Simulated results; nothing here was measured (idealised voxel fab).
The following process module bears the name voxel tone inversion.
Displayed cross-section: cut, width of 215 nm, square cells sized 5 nm.
Cross-section layout: square cells on a grid; listed as bands, top to bottom; a band spans one or more cell rows.
This entry defines a band. It first specifies the height of the band's top and the height of its bottom in nm, and then specifies the band's materials from left to right, stating each material with its width in nm. The word "all across" identifies a single material that fills the band from edge to edge, while the word "air" identifies empty space.
Height reference: 0 = level under which incoming wafer is all one material. Lowest band: no bottom, runs on downward, e.g. "0 and below".
Quick explanation for "30->40": the width changes in equal steps down the rows of cells, from the first number in the band's top row to the second number in its bottom row.
"nothing got changed", as given for a step, is the statement that not any cell of the cross-section underwent a change during that step.
The entry "Enclosed cavity list" lists the empty spaces that cover at least 8 cells and have no open path to the top. Each is written as width x height at distance, where the distance is measured from the left edge and all three values are in nm.
Heads up: the bit after the settings on a step's line is the simulator's remark on that step.
overlay nm: right-of-plan distance of the mask on a masked step; negative values mean left-of-plan.

### Process steps - plan
1. RECEIVE: material Si
2. CONFORMAL_DEP: material SiN, thk nm 5
3. DIRECTIONAL_DEP: material polySi, thk nm 15
4. PATTERN: tone cover, mask id POSTS, material resist, width nm 20, pitch nm 40, thk nm 20, overlay nm 0
5. DIRECTIONAL_ETCH: etch materials polySi, depth nm 15
6. STRIP: etch materials resist
7. FILL_DEP: material SiO2, thk nm 5
8. CMP: height nm 20
9. STRIP: etch materials polySi

### Wafer as received: cross-section following step 1
    0 and below | Si all across
    Enclosed cavity list: none

### Sectioned view, first of two wafers, at the close of the module, processed as intended in the plan
    20 down to 5 | 35 SiO2; 20 air; 20 SiO2; 20 air; 20 SiO2; 20 air; 20 SiO2; 20 air; 40 SiO2
    5 down to 0 | SiN all across
    0 and below | Si all across
    Enclosed cavity list: none

### Same start, same plan as the first wafer - but one mistake in the run. Cross-section of the second of the two at the end of the module
    20 down to 5 | 40 SiO2; 15 air; 25 SiO2; 15 air; 25 SiO2; 15 air; 25 SiO2; 15 air; 40 SiO2
    5 down to 0 | SiN all across
    0 and below | Si all across
    Enclosed cavity list: none
Diagnosis: step 4 did not happen as planned, as run it was PATTERN: tone cover, mask id POSTS, material resist, width nm 15, pitch nm 40, thk nm 20, overlay nm 0
Bottom line after processing is that, in cells, the second wafer is up or down on some materials versus the first: SiO2 +12
